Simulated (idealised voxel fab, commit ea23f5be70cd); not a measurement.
The process module presented herein is designated voxel transistor to metal.
Cross-section cut spans 275 nm and uses square cells 5 nm in size.
Just so we're on the same page, the cross-sections are grids of square cells, and they're listed out in bands top to bottom, each band one or more rows deep. It is stipulated that each band's entry specify, in nanometres, the height of the top of the band and then that of its bottom, followed by the materials of the band in left-to-right sequence, each together with its width in nanometres. A single material marked by the word "throughout" is understood to fill the band from edge to edge; the word "air" is understood to denote empty space. All heights in this document are referenced to 0, defined as the level beneath which the wafer, as received, consists entirely of one material. The lowest band is not bounded below; it extends indefinitely downward and is written in the form "0..down". The width entry "30 to 40" should be interpreted row by row: the top row of cells in the band takes the first number, the bottom row takes the second number, and the change between adjacent rows is uniform throughout. "nothing altered" means the step left every cell of the cross-section as it was. Entry "Voids, fully enclosed". Content: empty spaces with no open connection to the top, size 8 cells or greater. Each: width x height at distance. Distance: from left edge. Unit: nm. Past the settings on a step's line: simulator remark, on that step. Regarding "overlay nm": on a step with a mask, it is the distance the mask lay to the right of its planned place; a negative value places it to the left. So the way this works: pairs, before and after one process step. The after picture only goes down to the lowest band that actually changed, nothing below. Step and its settings are under each pair. And watch out, pairs might come from different runs of this module, same starting wafer though, so a pair only follows on from the one above if its "Prior to processing" entry tells you so.

Prior to processing:
- 70..55 | 25 resist | 30 air | 35 resist | 30 air | 35 resist | 30 air | 35 resist | 30 air | 25 resist
- 55..40 | SiO2 throughout
- 40..30 | 55 SiO2 | 5 SiN | 25 SiCN | 5 SiN | 95 SiO2 | 5 SiN | 25 SiCN | 5 SiN | 55 SiO2
- 30..15 | 55 SiO2 | 5 SiN | 25 polySi | 5 SiN | 95 SiO2 | 5 SiN | 25 polySi | 5 SiN | 55 SiO2
- 15..5 | 15 SiO2 | 40 pSi | 5 SiN | 25 polySi | 5 SiN | 40 pSi | 15 SiO2 | 40 pSi | 5 SiN | 25 polySi | 5 SiN | 40 pSi | 15 SiO2
- 5..0 | 15 SiO2 | 5 pSi | 5 SiN | 30 pSi | 5 SiN | 25 polySi | 5 SiN | 30 pSi | 5 SiN | 5 pSi | 15 SiO2 | 5 pSi | 5 SiN | 30 pSi | 5 SiN | 25 polySi | 5 SiN | 30 pSi | 5 SiN | 5 pSi | 15 SiO2
- 0..-5 | 25 SiO2 | 30 pSi | 35 SiO2 | 30 pSi | 35 SiO2 | 30 pSi | 35 SiO2 | 30 pSi | 25 SiO2
- -5..-20 | 20 SiO2 | 5 Si | 30 pSi | 35 Si | 30 pSi | 5 Si | 25 SiO2 | 5 Si | 30 pSi | 35 Si | 30 pSi | 5 Si | 20 SiO2
- -20..-30 | 20 SiO2 | 105 Si | 25 SiO2 | 105 Si | 20 SiO2
- -30..down | Si throughout
- Voids, fully enclosed: none

Step Outcome:
- 70..55 | 25 resist | 30 air | 35 resist | 30 air | 35 resist | 30 air | 35 resist | 30 air | 25 resist
- 55..40 | 25 SiO2 | 30 air | 35 SiO2 | 30 air | 35 SiO2 | 30 air | 35 SiO2 | 30 air | 25 SiO2
- 40..30 | 25 SiO2 | 30 air | 5 SiN | 25 SiCN | 5 SiN | 30 air | 35 SiO2 | 30 air | 5 SiN | 25 SiCN | 5 SiN | 30 air | 25 SiO2
- 30..15 | 25 SiO2 | 30 air | 5 SiN | 25 polySi | 5 SiN | 30 air | 35 SiO2 | 30 air | 5 SiN | 25 polySi | 5 SiN | 30 air | 25 SiO2
- For the remainder of the cross-section, below 15, there is no change.
- Voids, fully enclosed: none
Which step turns the before cross-section above into the after cross-section? DIRECTIONAL_ETCH: etch materials SiO2, depth nm 60

Prior to processing: Please consult the pair immediately above; the cross-section it shows after its step is the state before this step.

Step Outcome:
- 55..40 | 25 SiO2 | 30 air | 35 SiO2 | 30 air | 35 SiO2 | 30 air | 35 SiO2 | 30 air | 25 SiO2
- For the remainder of the cross-section, below 40, there is no change.
- Voids, fully enclosed: none
Which step turns the before cross-section above into the after cross-section? STRIP: etch materials resist

Prior to processing: Please consult the pair immediately above; the cross-section it shows after its step is the state before this step.

Step Outcome:
- 60..55 | 30 TiN | 20 air | 45 TiN | 20 air | 45 TiN | 20 air | 45 TiN | 20 air | 30 TiN
- 55..40 | 25 SiO2 | 5 TiN | 20 air | 5 TiN | 35 SiO2 | 5 TiN | 20 air | 5 TiN | 35 SiO2 | 5 TiN | 20 air | 5 TiN | 35 SiO2 | 5 TiN | 20 air | 5 TiN | 25 SiO2
- 40..30 | 25 SiO2 | 5 TiN | 20 air | 5 TiN | 5 SiN | 25 SiCN | 5 SiN | 5 TiN | 20 air | 5 TiN | 35 SiO2 | 5 TiN | 20 air | 5 TiN | 5 SiN | 25 SiCN | 5 SiN | 5 TiN | 20 air | 5 TiN | 25 SiO2
- 30..20 | 25 SiO2 | 5 TiN | 20 air | 5 TiN | 5 SiN | 25 polySi | 5 SiN | 5 TiN | 20 air | 5 TiN | 35 SiO2 | 5 TiN | 20 air | 5 TiN | 5 SiN | 25 polySi | 5 SiN | 5 TiN | 20 air | 5 TiN | 25 SiO2
- 20..15 | 25 SiO2 | 30 TiN | 5 SiN | 25 polySi | 5 SiN | 30 TiN | 35 SiO2 | 30 TiN | 5 SiN | 25 polySi | 5 SiN | 30 TiN | 25 SiO2
- For the remainder of the cross-section, below 15, there is no change.
- Voids, fully enclosed: none
Which step turns the before cross-section above into the after cross-section? CONFORMAL_DEP: material TiN, thk nm 5

Prior to processing: Please consult the pair immediately above; the cross-section it shows after its step is the state before this step.

Step Outcome:
- 65..60 | W throughout
- 60..55 | 30 TiN | 20 W | 45 TiN | 20 W | 45 TiN | 20 W | 45 TiN | 20 W | 30 TiN
- 55..40 | 25 SiO2 | 5 TiN | 20 W | 5 TiN | 35 SiO2 | 5 TiN | 20 W | 5 TiN | 35 SiO2 | 5 TiN | 20 W | 5 TiN | 35 SiO2 | 5 TiN | 20 W | 5 TiN | 25 SiO2
- 40..30 | 25 SiO2 | 5 TiN | 20 W | 5 TiN | 5 SiN | 25 SiCN | 5 SiN | 5 TiN | 20 W | 5 TiN | 35 SiO2 | 5 TiN | 20 W | 5 TiN | 5 SiN | 25 SiCN | 5 SiN | 5 TiN | 20 W | 5 TiN | 25 SiO2
- 30..20 | 25 SiO2 | 5 TiN | 20 W | 5 TiN | 5 SiN | 25 polySi | 5 SiN | 5 TiN | 20 W | 5 TiN | 35 SiO2 | 5 TiN | 20 W | 5 TiN | 5 SiN | 25 polySi | 5 SiN | 5 TiN | 20 W | 5 TiN | 25 SiO2
- For the remainder of the cross-section, below 20, there is no change.
- Voids, fully enclosed: none
Which step turns the before cross-section above into the after cross-section? FILL_DEP: material W, thk nm 5

Prior to processing: Please consult the pair immediately above; the cross-section it shows after its step is the state before this step.

Step Outcome:
- 55..40 | 25 SiO2 | 5 TiN | 20 W | 5 TiN | 35 SiO2 | 5 TiN | 20 W | 5 TiN | 35 SiO2 | 5 TiN | 20 W | 5 TiN | 35 SiO2 | 5 TiN | 20 W | 5 TiN | 25 SiO2
- For the remainder of the cross-section, below 40, there is no change.
- Voids, fully enclosed: none
Which step turns the before cross-section above into the after cross-section? CMP: height nm 55

Prior to processing: Please consult the pair immediately above; the cross-section it shows after its step is the state before this step.

Step Outcome:
- 60..55 | TiN throughout
- For the remainder of the cross-section, below 55, there is no change.
- Voids, fully enclosed: none
Which step turns the before cross-section above into the after cross-section? DIRECTIONAL_DEP: material TiN, thk nm 5

Prior to processing: Please consult the pair immediately above; the cross-section it shows after its step is the state before this step.

Step Outcome:
- 85..60 | W throughout
- For the remainder of the cross-section, below 60, there is no change.
- Voids, fully enclosed: none
Which step turns the before cross-section above into the after cross-section? DIRECTIONAL_DEP: material W, thk nm 25

Prior to processing: Please consult the pair immediately above; the cross-section it shows after its step is the state before this step.

Step Outcome:
- 85..60 | 25 air | 15 W | 65 air | 15 W | 35 air | 15 W | 65 air | 15 W | 25 air
- For the remainder of the cross-section, below 60, there is no change.
- Voids, fully enclosed: none
Which step turns the before cross-section above into the after cross-section? MASKED_ETCH: tone cover, mask id METAL_1, width nm 15, etch materials W, depth nm 25, overlay nm 0

Prior to processing: Please consult the pair immediately above; the cross-section it shows after its step is the state before this step.

Step Outcome:
- 85..60 | 25 air | 15 W | 65 air | 15 W | 35 air | 15 W | 65 air | 15 W | 25 air
- 60..55 | 25 air | 15 TiN | 65 air | 15 TiN | 35 air | 15 TiN | 65 air | 15 TiN | 25 air
- For the remainder of the cross-section, below 55, there is no change.
- Voids, fully enclosed: none
Which step turns the before cross-section above into the after cross-section? MASKED_ETCH: tone cover, mask id METAL_1, width nm 15, etch materials TiN, depth nm 5, overlay nm 0

Prior to processing: Please consult the pair immediately above; the cross-section it shows after its step is the state before this step.

Step Outcome:
- 90..85 | 20 air | 25 SiCN | 55 air | 25 SiCN | 25 air | 25 SiCN | 55 air | 25 SiCN | 20 air
- 85..60 | 20 air | 5 SiCN | 15 W | 5 SiCN | 55 air | 5 SiCN | 15 W | 5 SiCN | 25 air | 5 SiCN | 15 W | 5 SiCN | 55 air | 5 SiCN | 15 W | 5 SiCN | 20 air
- 60..55 | 25 SiCN | 15 TiN | 65 SiCN | 15 TiN | 35 SiCN | 15 TiN | 65 SiCN | 15 TiN | 25 SiCN
- For the remainder of the cross-section, below 55, there is no change.
- Voids, fully enclosed: none
Which step turns the before cross-section above into the after cross-section? CONFORMAL_DEP: material SiCN, thk nm 5

Prior to processing: Please consult the pair immediately above; the cross-section it shows after its step is the state before this step.

Step Outcome:
- 95..90 | SiO2 throughout
- 90..85 | 20 SiO2 | 25 SiCN | 55 SiO2 | 25 SiCN | 25 SiO2 | 25 SiCN | 55 SiO2 | 25 SiCN | 20 SiO2
- 85..60 | 20 SiO2 | 5 SiCN | 15 W | 5 SiCN | 55 SiO2 | 5 SiCN | 15 W | 5 SiCN | 25 SiO2 | 5 SiCN | 15 W | 5 SiCN | 55 SiO2 | 5 SiCN | 15 W | 5 SiCN | 20 SiO2
- For the remainder of the cross-section, below 60, there is no change.
- Voids, fully enclosed: none
Which step turns the before cross-section above into the after cross-section? FILL_DEP: material SiO2, thk nm 5

Prior to processing: Please consult the pair immediately above; the cross-section it shows after its step is the state before this step.

Step Outcome:
- 85..60 | 20 SiO2 | 5 SiCN | 15 W | 5 SiCN | 55 SiO2 | 5 SiCN | 15 W | 5 SiCN | 25 SiO2 | 5 SiCN | 15 W | 5 SiCN | 55 SiO2 | 5 SiCN | 15 W | 5 SiCN | 20 SiO2
- For the remainder of the cross-section, below 60, there is no change.
- Voids, fully enclosed: none
Which step turns the before cross-section above into the after cross-section? CMP: height nm 85

Prior to processing: Please consult the pair immediately above; the cross-section it shows after its step is the state before this step.

Step Outcome:
- 90..85 | SiN throughout
- For the remainder of the cross-section, below 85, there is no change.
- Voids, fully enclosed: none
Which step turns the before cross-section above into the after cross-section? CONFORMAL_DEP: material SiN, thk nm 5

Prior to processing:
- 5..-5 | 15 SiO2 | 115 air | 15 SiO2 | 115 air | 15 SiO2
- -5..-30 | 20 SiO2 | 105 Si | 25 SiO2 | 105 Si | 20 SiO2
- -30..down | Si throughout
- Voids, fully enclosed: none

Step Outcome:
- 5..-5 | 15 SiO2 | 115 air | 15 SiO2 | 115 air | 15 SiO2
- -5..-15 | SiO2 throughout
- For the remainder of the cross-section, below -15, there is no change.
- Voids, fully enclosed: none
Which step turns the before cross-section above into the after cross-section? OXIDIZE: depth nm 10

Prior to processing: Please consult the pair immediately above; the cross-section it shows after its step is the state before this step.

Step Outcome:
- 35..25 | 15 polySi | 115 air | 15 polySi | 115 air | 15 polySi
- 25..5 | polySi throughout
- 5..-5 | 15 SiO2 | 115 polySi | 15 SiO2 | 115 polySi | 15 SiO2
- For the remainder of the cross-section, below -5, there is no change.
- Voids, fully enclosed: none
Which step turns the before cross-section above into the after cross-section? DIRECTIONAL_DEP: material polySi, thk nm 30

Prior to processing: Please consult the pair immediately above; the cross-section it shows after its step is the state before this step.

Step Outcome:
- 50..40 | 15 SiCN | 115 air | 15 SiCN | 115 air | 15 SiCN
- 40..35 | SiCN throughout
- 35..25 | 15 polySi | 115 SiCN | 15 polySi | 115 SiCN | 15 polySi
- For the remainder of the cross-section, below 25, there is no change.
- Voids, fully enclosed: none
Which step turns the before cross-section above into the after cross-section? DIRECTIONAL_DEP: material SiCN, thk nm 15

Prior to processing: Please consult the pair immediately above; the cross-section it shows after its step is the state before this step.

Step Outcome:
- 60..50 | 15 aC | 115 air | 15 aC | 115 air | 15 aC
- 50..40 | 15 SiCN | 115 aC | 15 SiCN | 115 aC | 15 SiCN
- For the remainder of the cross-section, below 40, there is no change.
- Voids, fully enclosed: none
Which step turns the before cross-section above into the after cross-section? DIRECTIONAL_DEP: material aC, thk nm 10

Prior to processing: Please consult the pair immediately above; the cross-section it shows after its step is the state before this step.

Step Outcome:
- 90..60 | 60 air | 25 resist | 105 air | 25 resist | 60 air
- 60..50 | 15 aC | 45 air | 25 resist | 45 air | 15 aC | 45 air | 25 resist | 45 air | 15 aC
- For the remainder of the cross-section, below 50, there is no change.
- Voids, fully enclosed: none
Which step turns the before cross-section above into the after cross-section? PATTERN: tone cover, mask id GATE, material resist, width nm 25, pitch nm 130, thk nm 30, overlay nm 0

Prior to processing: Please consult the pair immediately above; the cross-section it shows after its step is the state before this step.

Step Outcome:
- 80..50 | 60 air | 25 resist | 105 air | 25 resist | 60 air
- 50..40 | 15 SiCN | 45 air | 25 aC | 45 air | 15 SiCN | 45 air | 25 aC | 45 air | 15 SiCN
- For the remainder of the cross-section, below 40, there is no change.
- Voids, fully enclosed: none
Which step turns the before cross-section above into the after cross-section? DIRECTIONAL_ETCH: etch materials aC, depth nm 10

Prior to processing: Please consult the pair immediately above; the cross-section it shows after its step is the state before this step.

Step Outcome:
- 50..40 | 15 SiCN | 45 air | 25 aC | 45 air | 15 SiCN | 45 air | 25 aC | 45 air | 15 SiCN
- For the remainder of the cross-section, below 40, there is no change.
- Voids, fully enclosed: none
Which step turns the before cross-section above into the after cross-section? STRIP: etch materials resist

Prior to processing: Please consult the pair immediately above; the cross-section it shows after its step is the state before this step.

Step Outcome:
- 50..40 | 60 air | 25 aC | 105 air | 25 aC | 60 air
- 40..35 | 60 air | 25 SiCN | 105 air | 25 SiCN | 60 air
- 35..25 | 15 polySi | 45 air | 25 SiCN | 45 air | 15 polySi | 45 air | 25 SiCN | 45 air | 15 polySi
- For the remainder of the cross-section, below 25, there is no change.
- Voids, fully enclosed: none
Which step turns the before cross-section above into the after cross-section? DIRECTIONAL_ETCH: etch materials SiCN, depth nm 25

Prior to processing: Please consult the pair immediately above; the cross-section it shows after its step is the state before this step.

Step Outcome:
- 50..40 | 60 air | 25 aC | 105 air | 25 aC | 60 air
- 40..25 | 60 air | 25 SiCN | 105 air | 25 SiCN | 60 air
- 25..5 | 60 air | 25 polySi | 105 air | 25 polySi | 60 air
- 5..-5 | 15 SiO2 | 45 air | 25 polySi | 45 air | 15 SiO2 | 45 air | 25 polySi | 45 air | 15 SiO2
- For the remainder of the cross-section, below -5, there is no change.
- Voids, fully enclosed: none
Which step turns the before cross-section above into the after cross-section? DIRECTIONAL_ETCH: etch materials polySi, depth nm 40

Prior to processing: Please consult the pair immediately above; the cross-section it shows after its step is the state before this step.

Step Outcome:
- 40..25 | 60 air | 25 SiCN | 105 air | 25 SiCN | 60 air
- For the remainder of the cross-section, below 25, there is no change.
- Voids, fully enclosed: none
Which step turns the before cross-section above into the after cross-section? STRIP: etch materials aC

Prior to processing: Please consult the pair immediately above; the cross-section it shows after its step is the state before this step.

Step Outcome:
- 45..40 | 55 air | 35 SiN | 95 air | 35 SiN | 55 air
- 40..25 | 55 air | 5 SiN | 25 SiCN | 5 SiN | 95 air | 5 SiN | 25 SiCN | 5 SiN | 55 air
- 25..10 | 55 air | 5 SiN | 25 polySi | 5 SiN | 95 air | 5 SiN | 25 polySi | 5 SiN | 55 air
- 10..5 | 20 SiN | 35 air | 5 SiN | 25 polySi | 5 SiN | 35 air | 25 SiN | 35 air | 5 SiN | 25 polySi | 5 SiN | 35 air | 20 SiN
- 5..0 | 15 SiO2 | 5 SiN | 35 air | 5 SiN | 25 polySi | 5 SiN | 35 air | 5 SiN | 15 SiO2 | 5 SiN | 35 air | 5 SiN | 25 polySi | 5 SiN | 35 air | 5 SiN | 15 SiO2
- 0..-5 | 15 SiO2 | 45 SiN | 25 polySi | 45 SiN | 15 SiO2 | 45 SiN | 25 polySi | 45 SiN | 15 SiO2
- For the remainder of the cross-section, below -5, there is no change.
- Voids, fully enclosed: none
Which step turns the before cross-section above into the after cross-section? CONFORMAL_DEP: material SiN, thk nm 5

Prior to processing: Please consult the pair immediately above; the cross-section it shows after its step is the state before this step.

Step Outcome:
- 40..25 | 55 air | 5 SiN | 25 SiCN | 5 SiN | 95 air | 5 SiN | 25 SiCN | 5 SiN | 55 air
- 25..5 | 55 air | 5 SiN | 25 polySi | 5 SiN | 95 air | 5 SiN | 25 polySi | 5 SiN | 55 air
- 5..-5 | 15 SiO2 | 5 SiN | 35 air | 5 SiN | 25 polySi | 5 SiN | 35 air | 5 SiN | 15 SiO2 | 5 SiN | 35 air | 5 SiN | 25 polySi | 5 SiN | 35 air | 5 SiN | 15 SiO2
- For the remainder of the cross-section, below -5, there is no change.
- Voids, fully enclosed: none
Which step turns the before cross-section above into the after cross-section? DIRECTIONAL_ETCH: etch materials SiN, depth nm 5

Prior to processing: Please consult the pair immediately above; the cross-section it shows after its step is the state before this step.

Step Outcome:
- 40..25 | 55 air | 5 SiN | 25 SiCN | 5 SiN | 95 air | 5 SiN | 25 SiCN | 5 SiN | 55 air
- 25..5 | 55 air | 5 SiN | 25 polySi | 5 SiN | 95 air | 5 SiN | 25 polySi | 5 SiN | 55 air
- 5..0 | 15 air | 5 SiN | 35 air | 5 SiN | 25 polySi | 5 SiN | 35 air | 5 SiN | 15 air | 5 SiN | 35 air | 5 SiN | 25 polySi | 5 SiN | 35 air | 5 SiN | 15 air
- 0..-5 | 15 SiO2 | 5 SiN | 35 air | 5 SiN | 25 polySi | 5 SiN | 35 air | 5 SiN | 15 SiO2 | 5 SiN | 35 air | 5 SiN | 25 polySi | 5 SiN | 35 air | 5 SiN | 15 SiO2
- -5..-10 | 20 SiO2 | 35 air | 35 SiO2 | 35 air | 25 SiO2 | 35 air | 35 SiO2 | 35 air | 20 SiO2
- For the remainder of the cross-section, below -10, there is no change.
- Voids, fully enclosed: none
Which step turns the before cross-section above into the after cross-section? DIRECTIONAL_ETCH: etch materials SiO2, depth nm 5

Prior to processing: Please consult the pair immediately above; the cross-section it shows after its step is the state before this step.

Step Outcome:
- 45..40 | SiO2 throughout
- 40..25 | 55 SiO2 | 5 SiN | 25 SiCN | 5 SiN | 95 SiO2 | 5 SiN | 25 SiCN | 5 SiN | 55 SiO2
- 25..5 | 55 SiO2 | 5 SiN | 25 polySi | 5 SiN | 95 SiO2 | 5 SiN | 25 polySi | 5 SiN | 55 SiO2
- 5..-5 | 15 SiO2 | 5 SiN | 35 SiO2 | 5 SiN | 25 polySi | 5 SiN | 35 SiO2 | 5 SiN | 15 SiO2 | 5 SiN | 35 SiO2 | 5 SiN | 25 polySi | 5 SiN | 35 SiO2 | 5 SiN | 15 SiO2
- -5..-15 | SiO2 throughout
- For the remainder of the cross-section, below -15, there is no change.
- Voids, fully enclosed: none
Which step turns the before cross-section above into the after cross-section? FILL_DEP: material SiO2, thk nm 5

Prior to processing: Please consult the pair immediately above; the cross-section it shows after its step is the state before this step.

Step Outcome:
- 40..25 | 55 SiO2 | 5 SiN | 25 SiCN | 5 SiN | 95 SiO2 | 5 SiN | 25 SiCN | 5 SiN | 55 SiO2
- For the remainder of the cross-section, below 25, there is no change.
- Voids, fully enclosed: none
Which step turns the before cross-section above into the after cross-section? CMP: height nm 40

Prior to processing: Please consult the pair immediately above; the cross-section it shows after its step is the state before this step.

Step Outcome:
- 55..40 | SiO2 throughout
- For the remainder of the cross-section, below 40, there is no change.
- Voids, fully enclosed: none
Which step turns the before cross-section above into the after cross-section? DIRECTIONAL_DEP: material SiO2, thk nm 15

Prior to processing: Please consult the pair immediately above; the cross-section it shows after its step is the state before this step.

Step Outcome:
- 70..55 | 25 resist | 30 air | 35 resist | 30 air | 35 resist | 30 air | 35 resist | 30 air | 25 resist
- For the remainder of the cross-section, below 55, there is no change.
- Voids, fully enclosed: none
Which step turns the before cross-section above into the after cross-section? PATTERN: tone open, mask id CONTACT, material resist, width nm 30, pitch nm 65, thk nm 15, overlay nm 0

Prior to processing: Please consult the pair immediately above; the cross-section it shows after its step is the state before this step.

Step Outcome:
- 70..55 | 25 resist | 30 air | 35 resist | 30 air | 35 resist | 30 air | 35 resist | 30 air | 25 resist
- 55..40 | 25 SiO2 | 30 air | 35 SiO2 | 30 air | 35 SiO2 | 30 air | 35 SiO2 | 30 air | 25 SiO2
- 40..25 | 25 SiO2 | 30 air | 5 SiN | 25 SiCN | 5 SiN | 30 air | 35 SiO2 | 30 air | 5 SiN | 25 SiCN | 5 SiN | 30 air | 25 SiO2
- 25..5 | 25 SiO2 | 30 air | 5 SiN | 25 polySi | 5 SiN | 30 air | 35 SiO2 | 30 air | 5 SiN | 25 polySi | 5 SiN | 30 air | 25 SiO2
- 5..-5 | 15 SiO2 | 5 SiN | 5 SiO2 | 30 air | 5 SiN | 25 polySi | 5 SiN | 30 air | 5 SiO2 | 5 SiN | 15 SiO2 | 5 SiN | 5 SiO2 | 30 air | 5 SiN | 25 polySi | 5 SiN | 30 air | 5 SiO2 | 5 SiN | 15 SiO2
- For the remainder of the cross-section, below -5, there is no change.
- Voids, fully enclosed: none
Which step turns the before cross-section above into the after cross-section? DIRECTIONAL_ETCH: etch materials SiO2, depth nm 60

Prior to processing: Please consult the pair immediately above; the cross-section it shows after its step is the state before this step.

Step Outcome:
- 55..40 | 25 SiO2 | 30 air | 35 SiO2 | 30 air | 35 SiO2 | 30 air | 35 SiO2 | 30 air | 25 SiO2
- For the remainder of the cross-section, below 40, there is no change.
- Voids, fully enclosed: none
Which step turns the before cross-section above into the after cross-section? STRIP: etch materials resist

Prior to processing: Please consult the pair immediately above; the cross-section it shows after its step is the state before this step.

Step Outcome:
- 60..55 | 30 TiN | 20 air | 45 TiN | 20 air | 45 TiN | 20 air | 45 TiN | 20 air | 30 TiN
- 55..40 | 25 SiO2 | 5 TiN | 20 air | 5 TiN | 35 SiO2 | 5 TiN | 20 air | 5 TiN | 35 SiO2 | 5 TiN | 20 air | 5 TiN | 35 SiO2 | 5 TiN | 20 air | 5 TiN | 25 SiO2
- 40..25 | 25 SiO2 | 5 TiN | 20 air | 5 TiN | 5 SiN | 25 SiCN | 5 SiN | 5 TiN | 20 air | 5 TiN | 35 SiO2 | 5 TiN | 20 air | 5 TiN | 5 SiN | 25 SiCN | 5 SiN | 5 TiN | 20 air | 5 TiN | 25 SiO2
- 25..5 | 25 SiO2 | 5 TiN | 20 air | 5 TiN | 5 SiN | 25 polySi | 5 SiN | 5 TiN | 20 air | 5 TiN | 35 SiO2 | 5 TiN | 20 air | 5 TiN | 5 SiN | 25 polySi | 5 SiN | 5 TiN | 20 air | 5 TiN | 25 SiO2
- 5..0 | 15 SiO2 | 5 SiN | 5 SiO2 | 5 TiN | 20 air | 5 TiN | 5 SiN | 25 polySi | 5 SiN | 5 TiN | 20 air | 5 TiN | 5 SiO2 | 5 SiN | 15 SiO2 | 5 SiN | 5 SiO2 | 5 TiN | 20 air | 5 TiN | 5 SiN | 25 polySi | 5 SiN | 5 TiN | 20 air | 5 TiN | 5 SiO2 | 5 SiN | 15 SiO2
- 0..-5 | 15 SiO2 | 5 SiN | 5 SiO2 | 30 TiN | 5 SiN | 25 polySi | 5 SiN | 30 TiN | 5 SiO2 | 5 SiN | 15 SiO2 | 5 SiN | 5 SiO2 | 30 TiN | 5 SiN | 25 polySi | 5 SiN | 30 TiN | 5 SiO2 | 5 SiN | 15 SiO2
- For the remainder of the cross-section, below -5, there is no change.
- Voids, fully enclosed: none
Which step turns the before cross-section above into the after cross-section? CONFORMAL_DEP: material TiN, thk nm 5

Prior to processing: Please consult the pair immediately above; the cross-section it shows after its step is the state before this step.

Step Outcome:
- 65..60 | W throughout
- 60..55 | 30 TiN | 20 W | 45 TiN | 20 W | 45 TiN | 20 W | 45 TiN | 20 W | 30 TiN
- 55..40 | 25 SiO2 | 5 TiN | 20 W | 5 TiN | 35 SiO2 | 5 TiN | 20 W | 5 TiN | 35 SiO2 | 5 TiN | 20 W | 5 TiN | 35 SiO2 | 5 TiN | 20 W | 5 TiN | 25 SiO2
- 40..25 | 25 SiO2 | 5 TiN | 20 W | 5 TiN | 5 SiN | 25 SiCN | 5 SiN | 5 TiN | 20 W | 5 TiN | 35 SiO2 | 5 TiN | 20 W | 5 TiN | 5 SiN | 25 SiCN | 5 SiN | 5 TiN | 20 W | 5 TiN | 25 SiO2
- 25..5 | 25 SiO2 | 5 TiN | 20 W | 5 TiN | 5 SiN | 25 polySi | 5 SiN | 5 TiN | 20 W | 5 TiN | 35 SiO2 | 5 TiN | 20 W | 5 TiN | 5 SiN | 25 polySi | 5 SiN | 5 TiN | 20 W | 5 TiN | 25 SiO2
- 5..0 | 15 SiO2 | 5 SiN | 5 SiO2 | 5 TiN | 20 W | 5 TiN | 5 SiN | 25 polySi | 5 SiN | 5 TiN | 20 W | 5 TiN | 5 SiO2 | 5 SiN | 15 SiO2 | 5 SiN | 5 SiO2 | 5 TiN | 20 W | 5 TiN | 5 SiN | 25 polySi | 5 SiN | 5 TiN | 20 W | 5 TiN | 5 SiO2 | 5 SiN | 15 SiO2
- For the remainder of the cross-section, below 0, there is no change.
- Voids, fully enclosed: none
Which step turns the before cross-section above into the after cross-section? FILL_DEP: material W, thk nm 5

Prior to processing: Please consult the pair immediately above; the cross-section it shows after its step is the state before this step.

Step Outcome:
- 55..40 | 25 SiO2 | 5 TiN | 20 W | 5 TiN | 35 SiO2 | 5 TiN | 20 W | 5 TiN | 35 SiO2 | 5 TiN | 20 W | 5 TiN | 35 SiO2 | 5 TiN | 20 W | 5 TiN | 25 SiO2
- For the remainder of the cross-section, below 40, there is no change.
- Voids, fully enclosed: none
Which step turns the before cross-section above into the after cross-section? CMP: height nm 55

Prior to processing: Please consult the pair immediately above; the cross-section it shows after its step is the state before this step.

Step Outcome:
- 60..55 | TiN throughout
- For the remainder of the cross-section, below 55, there is no change.
- Voids, fully enclosed: none
Which step turns the before cross-section above into the after cross-section? DIRECTIONAL_DEP: material TiN, thk nm 5

Prior to processing: Please consult the pair immediately above; the cross-section it shows after its step is the state before this step.

Step Outcome:
- 85..60 | W throughout
- For the remainder of the cross-section, below 60, there is no change.
- Voids, fully enclosed: none
Which step turns the before cross-section above into the after cross-section? DIRECTIONAL_DEP: material W, thk nm 25

Prior to processing: Please consult the pair immediately above; the cross-section it shows after its step is the state before this step.

Step Outcome:
- 85..60 | 25 air | 15 W | 65 air | 15 W | 35 air | 15 W | 65 air | 15 W | 25 air
- For the remainder of the cross-section, below 60, there is no change.
- Voids, fully enclosed: none
Which step turns the before cross-section above into the after cross-section? MASKED_ETCH: tone cover, mask id METAL_1, width nm 15, etch materials W, depth nm 25, overlay nm 0

Prior to processing: Please consult the pair immediately above; the cross-section it shows after its step is the state before this step.

Step Outcome:
- 85..60 | 25 air | 15 W | 65 air | 15 W | 35 air | 15 W | 65 air | 15 W | 25 air
- 60..55 | 25 air | 15 TiN | 65 air | 15 TiN | 35 air | 15 TiN | 65 air | 15 TiN | 25 air
- For the remainder of the cross-section, below 55, there is no change.
- Voids, fully enclosed: none
Which step turns the before cross-section above into the after cross-section? MASKED_ETCH: tone cover, mask id METAL_1, width nm 15, etch materials TiN, depth nm 5, overlay nm 0

Prior to processing: Please consult the pair immediately above; the cross-section it shows after its step is the state before this step.

Step Outcome:
- 90..85 | 20 air | 25 SiCN | 55 air | 25 SiCN | 25 air | 25 SiCN | 55 air | 25 SiCN | 20 air
- 85..60 | 20 air | 5 SiCN | 15 W | 5 SiCN | 55 air | 5 SiCN | 15 W | 5 SiCN | 25 air | 5 SiCN | 15 W | 5 SiCN | 55 air | 5 SiCN | 15 W | 5 SiCN | 20 air
- 60..55 | 25 SiCN | 15 TiN | 65 SiCN | 15 TiN | 35 SiCN | 15 TiN | 65 SiCN | 15 TiN | 25 SiCN
- For the remainder of the cross-section, below 55, there is no change.
- Voids, fully enclosed: none
Which step turns the before cross-section above into the after cross-section? CONFORMAL_DEP: material SiCN, thk nm 5

Prior to processing: Please consult the pair immediately above; the cross-section it shows after its step is the state before this step.

Step Outcome:
- 95..90 | SiO2 throughout
- 90..85 | 20 SiO2 | 25 SiCN | 55 SiO2 | 25 SiCN | 25 SiO2 | 25 SiCN | 55 SiO2 | 25 SiCN | 20 SiO2
- 85..60 | 20 SiO2 | 5 SiCN | 15 W | 5 SiCN | 55 SiO2 | 5 SiCN | 15 W | 5 SiCN | 25 SiO2 | 5 SiCN | 15 W | 5 SiCN | 55 SiO2 | 5 SiCN | 15 W | 5 SiCN | 20 SiO2
- For the remainder of the cross-section, below 60, there is no change.
- Voids, fully enclosed: none
Which step turns the before cross-section above into the after cross-section? FILL_DEP: material SiO2, thk nm 5

Prior to processing: Please consult the pair immediately above; the cross-section it shows after its step is the state before this step.

Step Outcome:
- 85..60 | 20 SiO2 | 5 SiCN | 15 W | 5 SiCN | 55 SiO2 | 5 SiCN | 15 W | 5 SiCN | 25 SiO2 | 5 SiCN | 15 W | 5 SiCN | 55 SiO2 | 5 SiCN | 15 W | 5 SiCN | 20 SiO2
- For the remainder of the cross-section, below 60, there is no change.
- Voids, fully enclosed: none
Which step turns the before cross-section above into the after cross-section? CMP: height nm 85

Prior to processing: Please consult the pair immediately above; the cross-section it shows after its step is the state before this step.

Step Outcome:
- 90..85 | SiN throughout
- For the remainder of the cross-section, below 85, there is no change.
- Voids, fully enclosed: none
Which step turns the before cross-section above into the after cross-section? CONFORMAL_DEP: material SiN, thk nm 5
